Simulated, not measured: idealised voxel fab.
Process module heading - voxel wiring stack
Cross-sectional view cut (width: 250 nm; square cell size: 5 nm).
We lay out every cross-section as a grid of square cells and spell it out in bands from the top down, where one band means one or more rows of cells.
A band entry consists of two parts. The first gives the height of the band's top and the height of its bottom, in nm. The rest lists the band's materials from left to right, each with its width in nm. A single material labelled with the word "edge to edge" fills the band from edge to edge, and the word "empty" marks empty space.
Basically, 0 is our baseline, since under it the wafer straight out of the box is all one material. The bottom band has no lower end and keeps on going down, so it looks like "z 0 and below".
The notation "30->40" denotes a width that varies across the rows of cells in the band, beginning at the first number in the top row, finishing at the second number in the bottom row, and changing by an identical amount from each row to the next.
It should be understood that the words "no modification", when stated for a given step, signify that the cross-section underwent no change in any of its cells during that step.
In the "Enclosed internal voids" entry, you get each enclosed empty space of 8 cells or more, one with no open way to the top, written width x height at distance, distance from the left edge, in nm.
Text after the settings on a step's line: the simulator's own remark on that step.
overlay nm, on a step with a mask: how far to the right of its planned place the mask lay; to the left if negative

**List of planned process steps**
step 1: RECEIVE [material Si]
step 2: CONFORMAL_DEP [material SiO2] [thk nm 10]
step 3: CONFORMAL_DEP [material SiN] [thk nm 5]
step 4: DIRECTIONAL_DEP [material lowk] [thk nm 15]
step 5: PATTERN [tone open] [mask id METAL_1] [material resist] [width nm 20] [pitch nm 35] [thk nm 20] [overlay nm 0]
step 6: DIRECTIONAL_ETCH [etch materials lowk] [depth nm 15]
step 7: DIRECTIONAL_ETCH [etch materials SiN] [depth nm 5]
step 8: STRIP [etch materials resist]
step 9: CONFORMAL_DEP [material TiN] [thk nm 5]
step 10: FILL_DEP [material Ru] [thk nm 10]
step 11: CMP [height nm 30]
step 12: EPI [material Ru] [thk nm 5]
step 13: FILL_DEP [material SiCN] [thk nm 5]
step 14: DIRECTIONAL_DEP [material lowk] [thk nm 10]
step 15: DIRECTIONAL_DEP [material aC] [thk nm 15]
step 16: PATTERN [tone open] [mask id PLUG_1] [material resist] [width nm 15] [pitch nm 70] [thk nm 30] [overlay nm 0]
step 17: DIRECTIONAL_ETCH [etch materials aC] [depth nm 15]
step 18: STRIP [etch materials resist]
step 19: DIRECTIONAL_ETCH [etch materials lowk] [depth nm 10]
step 20: DIRECTIONAL_ETCH [etch materials SiCN] [depth nm 5]
step 21: STRIP [etch materials aC]
step 22: EPI [material Ru] [thk nm 10]
step 23: EPI [material Ru] [thk nm 5]
step 24: DIRECTIONAL_DEP [material TiN] [thk nm 5]
step 25: DIRECTIONAL_DEP [material W] [thk nm 15]
step 26: MASKED_ETCH [tone cover] [mask id METAL_2] [width nm 20] [pitch nm 35] [etch materials W] [depth nm 15] [overlay nm 0]
step 27: MASKED_ETCH [tone cover] [mask id METAL_2] [width nm 20] [pitch nm 35] [etch materials TiN] [depth nm 5] [overlay nm 0]
step 28: CONFORMAL_DEP [material SiCN] [thk nm 5]
step 29: FILL_DEP [material lowk] [thk nm 10]
step 30: CMP [height nm 70]
step 31: CONFORMAL_DEP [material SiCN] [thk nm 5]
step 32: DIRECTIONAL_DEP [material lowk] [thk nm 15]
step 33: PATTERN [tone open] [mask id PLUG_2] [material resist] [width nm 15] [pitch nm 35] [thk nm 20] [overlay nm 0]
step 34: DIRECTIONAL_ETCH [etch materials lowk] [depth nm 15]
step 35: DIRECTIONAL_ETCH [etch materials SiCN] [depth nm 5]
step 36: STRIP [etch materials resist]
step 37: CONFORMAL_DEP [material TiN] [thk nm 5]
step 38: FILL_DEP [material Ru] [thk nm 10]
step 39: CMP [height nm 90]
step 40: DIRECTIONAL_DEP [material TiN] [thk nm 5]
step 41: DIRECTIONAL_DEP [material W] [thk nm 25]
step 42: PATTERN [tone cover] [mask id METAL_3] [material resist] [width nm 20] [pitch nm 35] [thk nm 20] [overlay nm 0]
step 43: DIRECTIONAL_ETCH [etch materials W] [depth nm 25]
step 44: DIRECTIONAL_ETCH [etch materials TiN] [depth nm 5]
step 45: STRIP [etch materials resist]
step 46: FILL_DEP [material SiO2] [thk nm 10]
step 47: CMP [height nm 120]
step 48: CONFORMAL_DEP [material SiCN] [thk nm 5]

**First wafer, two in total, run as planned**

**Received-state cross-section, reflecting completion of step 1**
	z 0 and below  Si edge to edge
	Enclosed internal voids: none

**after step 2**
	z 10 to 0  SiO2 edge to edge
	At heights below 0, the structure remains unaltered.

**after step 3**
	z 15 to 10  SiN edge to edge
	At heights below 10, the structure remains unaltered.

**after step 4**
	z 30 to 15  lowk edge to edge
	At heights below 15, the structure remains unaltered.

**after step 5**
	z 50 to 30  resist=60, then empty=20, then resist=15, then empty=20, then resist=15, then empty=20, then resist=15, then empty=20, then resist=65
	At heights below 30, the structure remains unaltered.

**after step 6**
	z 50 to 30  resist=60, then empty=20, then resist=15, then empty=20, then resist=15, then empty=20, then resist=15, then empty=20, then resist=65
	z 30 to 15  lowk=60, then empty=20, then lowk=15, then empty=20, then lowk=15, then empty=20, then lowk=15, then empty=20, then lowk=65
	At heights below 15, the structure remains unaltered.

**after step 7**
	z 50 to 30  resist=60, then empty=20, then resist=15, then empty=20, then resist=15, then empty=20, then resist=15, then empty=20, then resist=65
	z 30 to 15  lowk=60, then empty=20, then lowk=15, then empty=20, then lowk=15, then empty=20, then lowk=15, then empty=20, then lowk=65
	z 15 to 10  SiN=60, then empty=20, then SiN=15, then empty=20, then SiN=15, then empty=20, then SiN=15, then empty=20, then SiN=65
	At heights below 10, the structure remains unaltered.

**after step 8**
	z 30 to 15  lowk=60, then empty=20, then lowk=15, then empty=20, then lowk=15, then empty=20, then lowk=15, then empty=20, then lowk=65
	At heights below 15, the structure remains unaltered.

**after step 9**
	z 35 to 30  TiN=65, then empty=10, then TiN=25, then empty=10, then TiN=25, then empty=10, then TiN=25, then empty=10, then TiN=70
	z 30 to 15  lowk=60, then TiN=5, then empty=10, then TiN=5, then lowk=15, then TiN=5, then empty=10, then TiN=5, then lowk=15, then TiN=5, then empty=10, then TiN=5, then lowk=15, then TiN=5, then empty=10, then TiN=5, then lowk=65
	z 15 to 10  SiN=60, then TiN=20, then SiN=15, then TiN=20, then SiN=15, then TiN=20, then SiN=15, then TiN=20, then SiN=65
	At heights below 10, the structure remains unaltered.

**after step 10**
	z 45 to 35  Ru edge to edge
	z 35 to 30  TiN=65, then Ru=10, then TiN=25, then Ru=10, then TiN=25, then Ru=10, then TiN=25, then Ru=10, then TiN=70
	z 30 to 15  lowk=60, then TiN=5, then Ru=10, then TiN=5, then lowk=15, then TiN=5, then Ru=10, then TiN=5, then lowk=15, then TiN=5, then Ru=10, then TiN=5, then lowk=15, then TiN=5, then Ru=10, then TiN=5, then lowk=65
	At heights below 15, the structure remains unaltered.

**after step 11**
	z 30 to 15  lowk=60, then TiN=5, then Ru=10, then TiN=5, then lowk=15, then TiN=5, then Ru=10, then TiN=5, then lowk=15, then TiN=5, then Ru=10, then TiN=5, then lowk=15, then TiN=5, then Ru=10, then TiN=5, then lowk=65
	At heights below 15, the structure remains unaltered.

**after step 12**
	z 35 to 30  empty=55, then Ru=30, then empty=5, then Ru=30, then empty=5, then Ru=30, then empty=5, then Ru=30, then empty=60
	At heights below 30, the structure remains unaltered.

**after step 13**
	z 40 to 35  SiCN edge to edge
	z 35 to 30  SiCN=55, then Ru=30, then SiCN=5, then Ru=30, then SiCN=5, then Ru=30, then SiCN=5, then Ru=30, then SiCN=60
	At heights below 30, the structure remains unaltered.

**after step 14**
	z 50 to 40  lowk edge to edge
	At heights below 40, the structure remains unaltered.

**after step 15**
	z 65 to 50  aC edge to edge
	At heights below 50, the structure remains unaltered.

**after step 16**
	z 95 to 65  resist=60, then empty=15, then resist=55, then empty=15, then resist=105
	At heights below 65, the structure remains unaltered.

**after step 17**
	z 80 to 65  resist=60, then empty=15, then resist=55, then empty=15, then resist=105
	z 65 to 50  aC=60, then empty=15, then aC=55, then empty=15, then aC=105
	At heights below 50, the structure remains unaltered.

**after step 18**
	z 65 to 50  aC=60, then empty=15, then aC=55, then empty=15, then aC=105
	At heights below 50, the structure remains unaltered.

**after step 19**
	z 65 to 50  aC=60, then empty=15, then aC=55, then empty=15, then aC=105
	z 50 to 40  lowk=60, then empty=15, then lowk=55, then empty=15, then lowk=105
	At heights below 40, the structure remains unaltered.

**after step 20**
	z 65 to 50  aC=60, then empty=15, then aC=55, then empty=15, then aC=105
	z 50 to 40  lowk=60, then empty=15, then lowk=55, then empty=15, then lowk=105
	z 40 to 35  SiCN=60, then empty=15, then SiCN=55, then empty=15, then SiCN=105
	At heights below 35, the structure remains unaltered.

**after step 21**
	z 50 to 40  lowk=60, then empty=15, then lowk=55, then empty=15, then lowk=105
	At heights below 40, the structure remains unaltered.

**after step 22**
	z 50 to 45  lowk=60, then empty=15, then lowk=55, then empty=15, then lowk=105
	z 45 to 40  lowk=60, then Ru=15, then lowk=55, then Ru=15, then lowk=105
	z 40 to 35  SiCN=60, then Ru=15, then SiCN=55, then Ru=15, then SiCN=105
	At heights below 35, the structure remains unaltered.

**after step 23**
	z 50 to 40  lowk=60, then Ru=15, then lowk=55, then Ru=15, then lowk=105
	At heights below 40, the structure remains unaltered.

**after step 24**
	z 55 to 50  TiN edge to edge
	At heights below 50, the structure remains unaltered.

**after step 25**
	z 70 to 55  W edge to edge
	At heights below 55, the structure remains unaltered.

**after step 26**
	z 70 to 55  empty=60, then W=20, then empty=15, then W=20, then empty=15, then W=20, then empty=15, then W=20, then empty=65
	At heights below 55, the structure remains unaltered.

**after step 27**
	z 70 to 55  empty=60, then W=20, then empty=15, then W=20, then empty=15, then W=20, then empty=15, then W=20, then empty=65
	z 55 to 50  empty=60, then TiN=20, then empty=15, then TiN=20, then empty=15, then TiN=20, then empty=15, then TiN=20, then empty=65
	At heights below 50, the structure remains unaltered.

**after step 28**
	z 75 to 70  empty=55, then SiCN=30, then empty=5, then SiCN=30, then empty=5, then SiCN=30, then empty=5, then SiCN=30, then empty=60
	z 70 to 55  empty=55, then SiCN=5, then W=20, then SiCN=5, then empty=5, then SiCN=5, then W=20, then SiCN=5, then empty=5, then SiCN=5, then W=20, then SiCN=5, then empty=5, then SiCN=5, then W=20, then SiCN=5, then empty=60
	z 55 to 50  SiCN=60, then TiN=20, then SiCN=15, then TiN=20, then SiCN=15, then TiN=20, then SiCN=15, then TiN=20, then SiCN=65
	At heights below 50, the structure remains unaltered.

**after step 29**
	z 85 to 75  lowk edge to edge
	z 75 to 70  lowk=55, then SiCN=30, then lowk=5, then SiCN=30, then lowk=5, then SiCN=30, then lowk=5, then SiCN=30, then lowk=60
	z 70 to 55  lowk=55, then SiCN=5, then W=20, then SiCN=5, then lowk=5, then SiCN=5, then W=20, then SiCN=5, then lowk=5, then SiCN=5, then W=20, then SiCN=5, then lowk=5, then SiCN=5, then W=20, then SiCN=5, then lowk=60
	At heights below 55, the structure remains unaltered.

**after step 30**
	z 70 to 55  lowk=55, then SiCN=5, then W=20, then SiCN=5, then lowk=5, then SiCN=5, then W=20, then SiCN=5, then lowk=5, then SiCN=5, then W=20, then SiCN=5, then lowk=5, then SiCN=5, then W=20, then SiCN=5, then lowk=60
	At heights below 55, the structure remains unaltered.

**after step 31**
	z 75 to 70  SiCN edge to edge
	At heights below 70, the structure remains unaltered.

**after step 32**
	z 90 to 75  lowk edge to edge
	At heights below 75, the structure remains unaltered.

**after step 33**
	z 110 to 90  resist=60, then empty=15, then resist=20, then empty=15, then resist=20, then empty=15, then resist=20, then empty=15, then resist=70
	At heights below 90, the structure remains unaltered.

**after step 34**
	z 110 to 90  resist=60, then empty=15, then resist=20, then empty=15, then resist=20, then empty=15, then resist=20, then empty=15, then resist=70
	z 90 to 75  lowk=60, then empty=15, then lowk=20, then empty=15, then lowk=20, then empty=15, then lowk=20, then empty=15, then lowk=70
	At heights below 75, the structure remains unaltered.

**after step 35**
	z 110 to 90  resist=60, then empty=15, then resist=20, then empty=15, then resist=20, then empty=15, then resist=20, then empty=15, then resist=70
	z 90 to 75  lowk=60, then empty=15, then lowk=20, then empty=15, then lowk=20, then empty=15, then lowk=20, then empty=15, then lowk=70
	z 75 to 70  SiCN=60, then empty=15, then SiCN=20, then empty=15, then SiCN=20, then empty=15, then SiCN=20, then empty=15, then SiCN=70
	At heights below 70, the structure remains unaltered.

**after step 36**
	z 90 to 75  lowk=60, then empty=15, then lowk=20, then empty=15, then lowk=20, then empty=15, then lowk=20, then empty=15, then lowk=70
	At heights below 75, the structure remains unaltered.

**after step 37**
	z 95 to 90  TiN=65, then empty=5, then TiN=30, then empty=5, then TiN=30, then empty=5, then TiN=30, then empty=5, then TiN=75
	z 90 to 75  lowk=60, then TiN=5, then empty=5, then TiN=5, then lowk=20, then TiN=5, then empty=5, then TiN=5, then lowk=20, then TiN=5, then empty=5, then TiN=5, then lowk=20, then TiN=5, then empty=5, then TiN=5, then lowk=70
	z 75 to 70  SiCN=60, then TiN=15, then SiCN=20, then TiN=15, then SiCN=20, then TiN=15, then SiCN=20, then TiN=15, then SiCN=70
	At heights below 70, the structure remains unaltered.

**after step 38**
	z 105 to 95  Ru edge to edge
	z 95 to 90  TiN=65, then Ru=5, then TiN=30, then Ru=5, then TiN=30, then Ru=5, then TiN=30, then Ru=5, then TiN=75
	z 90 to 75  lowk=60, then TiN=5, then Ru=5, then TiN=5, then lowk=20, then TiN=5, then Ru=5, then TiN=5, then lowk=20, then TiN=5, then Ru=5, then TiN=5, then lowk=20, then TiN=5, then Ru=5, then TiN=5, then lowk=70
	At heights below 75, the structure remains unaltered.

**after step 39**
	z 90 to 75  lowk=60, then TiN=5, then Ru=5, then TiN=5, then lowk=20, then TiN=5, then Ru=5, then TiN=5, then lowk=20, then TiN=5, then Ru=5, then TiN=5, then lowk=20, then TiN=5, then Ru=5, then TiN=5, then lowk=70
	At heights below 75, the structure remains unaltered.

**after step 40**
	z 95 to 90  TiN edge to edge
	At heights below 90, the structure remains unaltered.

**after step 41**
	z 120 to 95  W edge to edge
	At heights below 95, the structure remains unaltered.

**after step 42**
	z 140 to 120  empty=60, then resist=20, then empty=15, then resist=20, then empty=15, then resist=20, then empty=15, then resist=20, then empty=65
	At heights below 120, the structure remains unaltered.

**after step 43**
	z 140 to 120  empty=60, then resist=20, then empty=15, then resist=20, then empty=15, then resist=20, then empty=15, then resist=20, then empty=65
	z 120 to 95  empty=60, then W=20, then empty=15, then W=20, then empty=15, then W=20, then empty=15, then W=20, then empty=65
	At heights below 95, the structure remains unaltered.

**after step 44**
	z 140 to 120  empty=60, then resist=20, then empty=15, then resist=20, then empty=15, then resist=20, then empty=15, then resist=20, then empty=65
	z 120 to 95  empty=60, then W=20, then empty=15, then W=20, then empty=15, then W=20, then empty=15, then W=20, then empty=65
	z 95 to 90  empty=60, then TiN=20, then empty=15, then TiN=20, then empty=15, then TiN=20, then empty=15, then TiN=20, then empty=65
	At heights below 90, the structure remains unaltered.

**after step 45**
	z 120 to 95  empty=60, then W=20, then empty=15, then W=20, then empty=15, then W=20, then empty=15, then W=20, then empty=65
	At heights below 95, the structure remains unaltered.

**after step 46**
	z 130 to 120  SiO2 edge to edge
	z 120 to 95  SiO2=60, then W=20, then SiO2=15, then W=20, then SiO2=15, then W=20, then SiO2=15, then W=20, then SiO2=65
	z 95 to 90  SiO2=60, then TiN=20, then SiO2=15, then TiN=20, then SiO2=15, then TiN=20, then SiO2=15, then TiN=20, then SiO2=65
	At heights below 90, the structure remains unaltered.

**after step 47**
	z 120 to 95  SiO2=60, then W=20, then SiO2=15, then W=20, then SiO2=15, then W=20, then SiO2=15, then W=20, then SiO2=65
	At heights below 95, the structure remains unaltered.

**after step 48**
	z 125 to 120  SiCN edge to edge
	At heights below 120, the structure remains unaltered.

**Wafer two. Same start, same plan, one slip in execution. Same as wafer one through step 21, inclusive**

**X-section, second wafer, when step 22 was due to finish**
	z 55 to 50  empty=55, then Ru=25, then empty=45, then Ru=25, then empty=100
	z 50 to 40  lowk=60, then Ru=15, then lowk=55, then Ru=15, then lowk=105
	z 40 to 35  SiCN=60, then Ru=15, then SiCN=55, then Ru=15, then SiCN=105
	At heights below 35, the structure remains unaltered.

**X-section, second wafer, when step 23 was due to finish**
	z 60 to 50  empty=50, then Ru=35, then empty=35, then Ru=35, then empty=95
	At heights below 50, the structure remains unaltered.

**X-section, second wafer, when step 24 was due to finish**
	z 65 to 60  empty=50, then TiN=35, then empty=35, then TiN=35, then empty=95
	z 60 to 55  empty=50, then Ru=35, then empty=35, then Ru=35, then empty=95
	z 55 to 50  TiN=50, then Ru=35, then TiN=35, then Ru=35, then TiN=95
	At heights below 50, the structure remains unaltered.

**X-section, second wafer, when step 25 was due to finish**
	z 80 to 70  empty=50, then W=35, then empty=35, then W=35, then empty=95
	z 70 to 65  W edge to edge
	z 65 to 60  W=50, then TiN=35, then W=35, then TiN=35, then W=95
	z 60 to 55  W=50, then Ru=35, then W=35, then Ru=35, then W=95
	At heights below 55, the structure remains unaltered.

**X-section, second wafer, when step 26 was due to finish**
	z 80 to 70  empty=60, then W=20, then empty=50, then W=20, then empty=100
	z 70 to 65  empty=60, then W=20, then empty=15, then W=20, then empty=15, then W=20, then empty=15, then W=20, then empty=65
	z 65 to 60  empty=50, then TiN=35, then empty=10, then W=20, then empty=5, then TiN=35, then empty=10, then W=20, then empty=65
	z 60 to 55  empty=50, then Ru=35, then empty=10, then W=20, then empty=5, then Ru=35, then empty=10, then W=20, then empty=65
	At heights below 55, the structure remains unaltered.

**X-section, second wafer, when step 27 was due to finish**
	z 80 to 70  empty=60, then W=20, then empty=50, then W=20, then empty=100
	z 70 to 65  empty=60, then W=20, then empty=15, then W=20, then empty=15, then W=20, then empty=15, then W=20, then empty=65
	z 65 to 60  empty=60, then TiN=20, then empty=15, then W=20, then empty=15, then TiN=20, then empty=15, then W=20, then empty=65
	z 60 to 55  empty=50, then Ru=35, then empty=10, then W=20, then empty=5, then Ru=35, then empty=10, then W=20, then empty=65
	z 55 to 50  empty=50, then Ru=35, then empty=10, then TiN=20, then empty=5, then Ru=35, then empty=10, then TiN=20, then empty=65
	At heights below 50, the structure remains unaltered.

**X-section, second wafer, when step 28 was due to finish**
	z 85 to 80  empty=55, then SiCN=30, then empty=40, then SiCN=30, then empty=95
	z 80 to 75  empty=55, then SiCN=5, then W=20, then SiCN=5, then empty=40, then SiCN=5, then W=20, then SiCN=5, then empty=95
	z 75 to 70  empty=55, then SiCN=5, then W=20, then SiCN=5, then empty=5, then SiCN=30, then empty=5, then SiCN=5, then W=20, then SiCN=5, then empty=5, then SiCN=30, then empty=60
	z 70 to 65  empty=55, then SiCN=5, then W=20, then SiCN=5, then empty=5, then SiCN=5, then W=20, then SiCN=5, then empty=5, then SiCN=5, then W=20, then SiCN=5, then empty=5, then SiCN=5, then W=20, then SiCN=5, then empty=60
	z 65 to 60  empty=45, then SiCN=15, then TiN=20, then SiCN=15, then W=20, then SiCN=15, then TiN=20, then SiCN=15, then W=20, then SiCN=5, then empty=60
	z 60 to 55  empty=45, then SiCN=5, then Ru=35, then SiCN=10, then W=20, then SiCN=5, then Ru=35, then SiCN=10, then W=20, then SiCN=5, then empty=60
	z 55 to 50  SiCN=50, then Ru=35, then SiCN=10, then TiN=20, then SiCN=5, then Ru=35, then SiCN=10, then TiN=20, then SiCN=65
	At heights below 50, the structure remains unaltered.

**X-section, second wafer, when step 29 was due to finish**
	z 95 to 85  lowk edge to edge
	z 85 to 80  lowk=55, then SiCN=30, then lowk=40, then SiCN=30, then lowk=95
	z 80 to 75  lowk=55, then SiCN=5, then W=20, then SiCN=5, then lowk=40, then SiCN=5, then W=20, then SiCN=5, then lowk=95
	z 75 to 70  lowk=55, then SiCN=5, then W=20, then SiCN=5, then lowk=5, then SiCN=30, then lowk=5, then SiCN=5, then W=20, then SiCN=5, then lowk=5, then SiCN=30, then lowk=60
	z 70 to 65  lowk=55, then SiCN=5, then W=20, then SiCN=5, then lowk=5, then SiCN=5, then W=20, then SiCN=5, then lowk=5, then SiCN=5, then W=20, then SiCN=5, then lowk=5, then SiCN=5, then W=20, then SiCN=5, then lowk=60
	z 65 to 60  lowk=45, then SiCN=15, then TiN=20, then SiCN=15, then W=20, then SiCN=15, then TiN=20, then SiCN=15, then W=20, then SiCN=5, then lowk=60
	z 60 to 55  lowk=45, then SiCN=5, then Ru=35, then SiCN=10, then W=20, then SiCN=5, then Ru=35, then SiCN=10, then W=20, then SiCN=5, then lowk=60
	At heights below 55, the structure remains unaltered.

**X-section, second wafer, when step 30 was due to finish**
	z 70 to 65  lowk=55, then SiCN=5, then W=20, then SiCN=5, then lowk=5, then SiCN=5, then W=20, then SiCN=5, then lowk=5, then SiCN=5, then W=20, then SiCN=5, then lowk=5, then SiCN=5, then W=20, then SiCN=5, then lowk=60
	At heights below 65, the structure remains unaltered.

**X-section, second wafer, when step 31 was due to finish**
	z 75 to 70  SiCN edge to edge
	At heights below 70, the structure remains unaltered.

**X-section, second wafer, when step 32 was due to finish**
	z 90 to 75  lowk edge to edge
	At heights below 75, the structure remains unaltered.

**X-section, second wafer, when step 33 was due to finish**
	z 110 to 90  resist=60, then empty=15, then resist=20, then empty=15, then resist=20, then empty=15, then resist=20, then empty=15, then resist=70
	At heights below 90, the structure remains unaltered.

**X-section, second wafer, when step 34 was due to finish**
	z 110 to 90  resist=60, then empty=15, then resist=20, then empty=15, then resist=20, then empty=15, then resist=20, then empty=15, then resist=70
	z 90 to 75  lowk=60, then empty=15, then lowk=20, then empty=15, then lowk=20, then empty=15, then lowk=20, then empty=15, then lowk=70
	At heights below 75, the structure remains unaltered.

**X-section, second wafer, when step 35 was due to finish**
	z 110 to 90  resist=60, then empty=15, then resist=20, then empty=15, then resist=20, then empty=15, then resist=20, then empty=15, then resist=70
	z 90 to 75  lowk=60, then empty=15, then lowk=20, then empty=15, then lowk=20, then empty=15, then lowk=20, then empty=15, then lowk=70
	z 75 to 70  SiCN=60, then empty=15, then SiCN=20, then empty=15, then SiCN=20, then empty=15, then SiCN=20, then empty=15, then SiCN=70
	At heights below 70, the structure remains unaltered.

**X-section, second wafer, when step 36 was due to finish**
	z 90 to 75  lowk=60, then empty=15, then lowk=20, then empty=15, then lowk=20, then empty=15, then lowk=20, then empty=15, then lowk=70
	At heights below 75, the structure remains unaltered.

**X-section, second wafer, when step 37 was due to finish**
	z 95 to 90  TiN=65, then empty=5, then TiN=30, then empty=5, then TiN=30, then empty=5, then TiN=30, then empty=5, then TiN=75
	z 90 to 75  lowk=60, then TiN=5, then empty=5, then TiN=5, then lowk=20, then TiN=5, then empty=5, then TiN=5, then lowk=20, then TiN=5, then empty=5, then TiN=5, then lowk=20, then TiN=5, then empty=5, then TiN=5, then lowk=70
	z 75 to 70  SiCN=60, then TiN=15, then SiCN=20, then TiN=15, then SiCN=20, then TiN=15, then SiCN=20, then TiN=15, then SiCN=70
	At heights below 70, the structure remains unaltered.

**X-section, second wafer, when step 38 was due to finish**
	z 105 to 95  Ru edge to edge
	z 95 to 90  TiN=65, then Ru=5, then TiN=30, then Ru=5, then TiN=30, then Ru=5, then TiN=30, then Ru=5, then TiN=75
	z 90 to 75  lowk=60, then TiN=5, then Ru=5, then TiN=5, then lowk=20, then TiN=5, then Ru=5, then TiN=5, then lowk=20, then TiN=5, then Ru=5, then TiN=5, then lowk=20, then TiN=5, then Ru=5, then TiN=5, then lowk=70
	At heights below 75, the structure remains unaltered.

**X-section, second wafer, when step 39 was due to finish**
	z 90 to 75  lowk=60, then TiN=5, then Ru=5, then TiN=5, then lowk=20, then TiN=5, then Ru=5, then TiN=5, then lowk=20, then TiN=5, then Ru=5, then TiN=5, then lowk=20, then TiN=5, then Ru=5, then TiN=5, then lowk=70
	At heights below 75, the structure remains unaltered.

**X-section, second wafer, when step 40 was due to finish**
	z 95 to 90  TiN edge to edge
	At heights below 90, the structure remains unaltered.

**X-section, second wafer, when step 41 was due to finish**
	z 120 to 95  W edge to edge
	At heights below 95, the structure remains unaltered.

**X-section, second wafer, when step 42 was due to finish**
	z 140 to 120  empty=60, then resist=20, then empty=15, then resist=20, then empty=15, then resist=20, then empty=15, then resist=20, then empty=65
	At heights below 120, the structure remains unaltered.

**X-section, second wafer, when step 43 was due to finish**
	z 140 to 120  empty=60, then resist=20, then empty=15, then resist=20, then empty=15, then resist=20, then empty=15, then resist=20, then empty=65
	z 120 to 95  empty=60, then W=20, then empty=15, then W=20, then empty=15, then W=20, then empty=15, then W=20, then empty=65
	At heights below 95, the structure remains unaltered.

**X-section, second wafer, when step 44 was due to finish**
	z 140 to 120  empty=60, then resist=20, then empty=15, then resist=20, then empty=15, then resist=20, then empty=15, then resist=20, then empty=65
	z 120 to 95  empty=60, then W=20, then empty=15, then W=20, then empty=15, then W=20, then empty=15, then W=20, then empty=65
	z 95 to 90  empty=60, then TiN=20, then empty=15, then TiN=20, then empty=15, then TiN=20, then empty=15, then TiN=20, then empty=65
	At heights below 90, the structure remains unaltered.

**X-section, second wafer, when step 45 was due to finish**
	z 120 to 95  empty=60, then W=20, then empty=15, then W=20, then empty=15, then W=20, then empty=15, then W=20, then empty=65
	At heights below 95, the structure remains unaltered.

**X-section, second wafer, when step 46 was due to finish**
	z 130 to 120  SiO2 edge to edge
	z 120 to 95  SiO2=60, then W=20, then SiO2=15, then W=20, then SiO2=15, then W=20, then SiO2=15, then W=20, then SiO2=65
	z 95 to 90  SiO2=60, then TiN=20, then SiO2=15, then TiN=20, then SiO2=15, then TiN=20, then SiO2=15, then TiN=20, then SiO2=65
	At heights below 90, the structure remains unaltered.

**X-section, second wafer, when step 47 was due to finish**
	z 120 to 95  SiO2=60, then W=20, then SiO2=15, then W=20, then SiO2=15, then W=20, then SiO2=15, then W=20, then SiO2=65
	At heights below 95, the structure remains unaltered.

**X-section, second wafer, when step 48 was due to finish**
	z 125 to 120  SiCN edge to edge
	At heights below 120, the structure remains unaltered.
Processing error: twice, step 22 of the plan was run
Once processing is complete, comparing cell counts shows that the second wafer has more or fewer of certain materials than the first: Ru +28, SiCN -2, W -16, lowk -10
